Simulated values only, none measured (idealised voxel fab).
The following is a process module called voxel capacitor over wiring.
In the cross-section labelled cut, the width is 265 nm and each square cell is 5 nm.
Reading order for cross-sections: top band down to bottom band. Underlying form: a grid of square cells. Band size: one or more rows of cells. Heights first: top, then bottom, in nm. Then materials, left to right, each with a width in nm. "everywhere" on a single material: fills the band edge to edge. "air": empty space. Ref level 0: as-received wafer is one material below here. Bottom band extends down with no lower bound ("from 0 down"). Quick explanation for "30..40": the width changes in equal steps down the rows of cells, from the first number in the band's top row to the second number in its bottom row. When a step is marked "same as before", none of the cells in the cross-section changed during that step. "Entrapped void list" enumerates empty spaces isolated from the top, with no open way to it, that contain at least 8 cells, giving each as width x height at distance from the left edge, all three in nm. Past the settings on a step's line: simulator remark, on that step. A step line may carry the setting "overlay nm", which, for steps involving a mask, states the distance by which the mask lay to the right of its intended position; negative values denote displacement to the left.

[These are the steps we planned for the process]
1: RECEIVE,material Si
2: CONFORMAL_DEP,material SiO2,thk nm 15
3: CONFORMAL_DEP,material SiN,thk nm 5
4: DIRECTIONAL_DEP,material SiO2,thk nm 25
5: MASKED_ETCH,tone open,mask id METAL_1,width nm 30,pitch nm 90,etch materials SiO2,depth nm 25,overlay nm 0
6: MASKED_ETCH,tone open,mask id METAL_1,width nm 30,pitch nm 90,etch materials SiN,depth nm 5,overlay nm 0
7: CONFORMAL_DEP,material TiN,thk nm 5
8: FILL_DEP,material Cu,thk nm 10
9: CMP,height nm 45
10: CONFORMAL_DEP,material SiCN,thk nm 5
11: DIRECTIONAL_DEP,material SiO2,thk nm 15
12: PATTERN,tone open,mask id PLUG_1,material resist,width nm 15,thk nm 15,overlay nm 0
13: DIRECTIONAL_ETCH,etch materials SiO2,depth nm 15
14: DIRECTIONAL_ETCH,etch materials SiCN,depth nm 5
15: STRIP,etch materials resist
16: EPI,material Ru,thk nm 10
17: EPI,material Ru,thk nm 10
18: DIRECTIONAL_DEP,material TiN,thk nm 5
19: DIRECTIONAL_DEP,material HfO2,thk nm 5
20: DIRECTIONAL_DEP,material TiN,thk nm 10
21: PATTERN,tone cover,mask id UPPER_PLATE,material resist,width nm 65,thk nm 15,overlay nm 0
22: DIRECTIONAL_ETCH,etch materials TiN,depth nm 10
23: DIRECTIONAL_ETCH,etch materials HfO2,depth nm 5
24: STRIP,etch materials resist
25: PATTERN,tone cover,mask id LOWER_PLATE,material resist,width nm 75,thk nm 15,overlay nm 0
26: DIRECTIONAL_ETCH,etch materials TiN,depth nm 5
27: STRIP,etch materials resist
28: FILL_DEP,material SiO2,thk nm 15
29: CMP,height nm 95
30: PATTERN,tone open,mask id PLUG_2,material resist,width nm 15,thk nm 20,overlay nm 0
31: DIRECTIONAL_ETCH,etch materials SiO2,depth nm 10
32: STRIP,etch materials resist
33: CONFORMAL_DEP,material TiN,thk nm 5
34: FILL_DEP,material Cu,thk nm 10
35: CMP,height nm 95
36: CONFORMAL_DEP,material SiN,thk nm 5

[Cross-section of the incoming wafer, state after step 1]
- from 0 down: Si everywhere
- Entrapped void list: none

[Cross-section taken at module completion on the first of two wafers; processed per the plan]
- from 100 to 95: SiN everywhere
- from 95 to 90: 95 SiO2, 5 TiN, 5 Cu, 5 TiN, 155 SiO2
- from 90 to 85: 95 SiO2, 15 TiN, 155 SiO2
- from 85 to 75: 85 SiO2, 65 TiN, 115 SiO2
- from 75 to 70: 85 SiO2, 65 HfO2, 115 SiO2
- from 70 to 65: 80 SiO2, 75 TiN, 110 SiO2
- from 65 to 50: 85 SiO2, 15 Ru, 165 SiO2
- from 50 to 45: 85 SiCN, 15 Ru, 165 SiCN
- from 45 to 20: 70 SiO2, 5 TiN, 20 Cu, 5 TiN, 60 SiO2, 5 TiN, 20 Cu, 5 TiN, 75 SiO2
- from 20 to 15: 70 SiN, 30 TiN, 60 SiN, 30 TiN, 75 SiN
- from 15 to 0: SiO2 everywhere
- from 0 down: Si everywhere
- Entrapped void list: none

[This is the second of the two wafers, cross-sectioned at the end of the module; it started exactly like the first and was given the same plan, but it was run with one mistake]
- from 100 to 95: SiN everywhere
- from 95 to 85: 95 SiO2, 15..55 TiN, 155..115 SiO2
- from 85 to 80: 100 SiO2, 50 TiN, 115 SiO2
- from 80 to 75: 100 SiO2, 50 HfO2, 115 SiO2
- from 75 to 65: 80..85 SiO2, 75..15 TiN, 110..165 SiO2
- from 65 to 60: 85 SiO2, 15 HfO2, 165 SiO2
- from 60 to 55: 85 SiO2, 15 TiN, 165 SiO2
- from 55 to 50: SiO2 everywhere
- from 50 to 45: SiCN everywhere
- from 45 to 20: 70 SiO2, 5 TiN, 20 Cu, 5 TiN, 60 SiO2, 5 TiN, 20 Cu, 5 TiN, 75 SiO2
- from 20 to 15: 70 SiN, 30 TiN, 60 SiN, 30 TiN, 75 SiN
- from 15 to 0: SiO2 everywhere
- from 0 down: Si everywhere
- Entrapped void list: none
Processing error: step 11 was run on a setting that differed from the plan, and what really ran there is DIRECTIONAL_DEP,material SiO2,thk nm 20
In the final state, the cell counts of the second wafer exceed or fall short of those of the first for the following materials: 1 fewer of Cu | 12 fewer of Ru | 3 more of SiCN | 11 more of SiO2 | 1 fewer of TiN
